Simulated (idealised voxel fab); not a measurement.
Process module, titled voxel fin reveal
Pictured: cross-section cut, 270 nm wide, on a grid of 5 nm square cells.
Notation: cross-section as square-cell grid; stated in bands, top first, going down; one or more cell rows per band.
Look at the band entry: it leads with the top's height and the bottom's height in nm. Then it lists the materials left to right, with a width in nm for each. The word "full width" on a single material says that material fills the band edge to edge. The word "empty" is empty space.
Height reference: 0 = level under which incoming wafer is all one material. Lowest band: no bottom, runs on downward, e.g. "0 nm and below".
Per-row width for "30 to 40": begins at first number (top row of band), ends at second number (bottom row), increment between rows held constant.
The cross-section has no changed cell in any step marked "remained the same".
The entry titled "Voids, sealed" provides the empty spaces that have no open way to the top, restricted to those of 8 cells or more. Each is presented as width x height at distance, the distance being measured from the left edge, with all three in nm.
Note: text after step settings on the step line = simulator remark on that step.
overlay nm: on a step with a mask, how far right of its planned place the mask lay; negative means left.

**List of planned process steps**
1. RECEIVE: material Si
2. CONFORMAL_DEP: material SiN, thk nm 10
3. MASKED_ETCH: tone cover, mask id FINS, width nm 15, pitch nm 40, etch materials SiN, depth nm 10, overlay nm 0
4. MASKED_ETCH: tone cover, mask id FINS, width nm 15, pitch nm 40, etch materials Si, depth nm 30, overlay nm 0
5. OXIDIZE: depth nm 5
6. FILL_DEP: material SiO2, thk nm 5
7. CMP: height nm 10
8. SELECTIVE_ETCH: etch materials SiO2, depth nm 30
9. STRIP: etch materials SiN
10. CONFORMAL_DEP: material HfO2, thk nm 5

**Shown in cross-section is the wafer as received, that is, as it stands after step 1**
> 0 nm and below = Si full width
> Voids, sealed: none

**Sectioned view, first of two wafers, at the close of the module, processed as intended in the plan**
> 5 nm to 0 nm = empty (105), then HfO2 (15), then empty (25), then HfO2 (15), then empty (110)
> 0 nm to -15 nm = empty (105), then HfO2 (5), then Si (5), then HfO2 (5), then empty (25), then HfO2 (5), then Si (5), then HfO2 (5), then empty (110)
> -15 nm to -20 nm = HfO2 (110), then Si (5), then HfO2 (35), then Si (5), then HfO2 (115)
> -20 nm to -35 nm = SiO2 (110), then Si (5), then SiO2 (35), then Si (5), then SiO2 (115)
> -35 nm and below = Si full width
> Voids, sealed: none

**Cross-section at end of module for the second wafer of two, which matched the first in starting point and plan and differed by one mistake in its processing**
> 5 nm to 0 nm = HfO2 (105), then empty (15), then HfO2 (25), then empty (15), then HfO2 (110)
> 0 nm to -5 nm = Si (100), then HfO2 (25), then Si (15), then HfO2 (25), then Si (105)
> -5 nm and below = Si full width
> Voids, sealed: none
Nonconformance to the process plan: for step 3, the planned setting was not used; the step was instead run as MASKED_ETCH: tone open, mask id FINS, width nm 15, pitch nm 40, etch materials SiN, depth nm 10, overlay nm 0
Count the cells at the end and the second wafer has more or fewer of some materials than the first: HfO2: 12 fewer | Si: 354 more | SiO2: 156 fewer
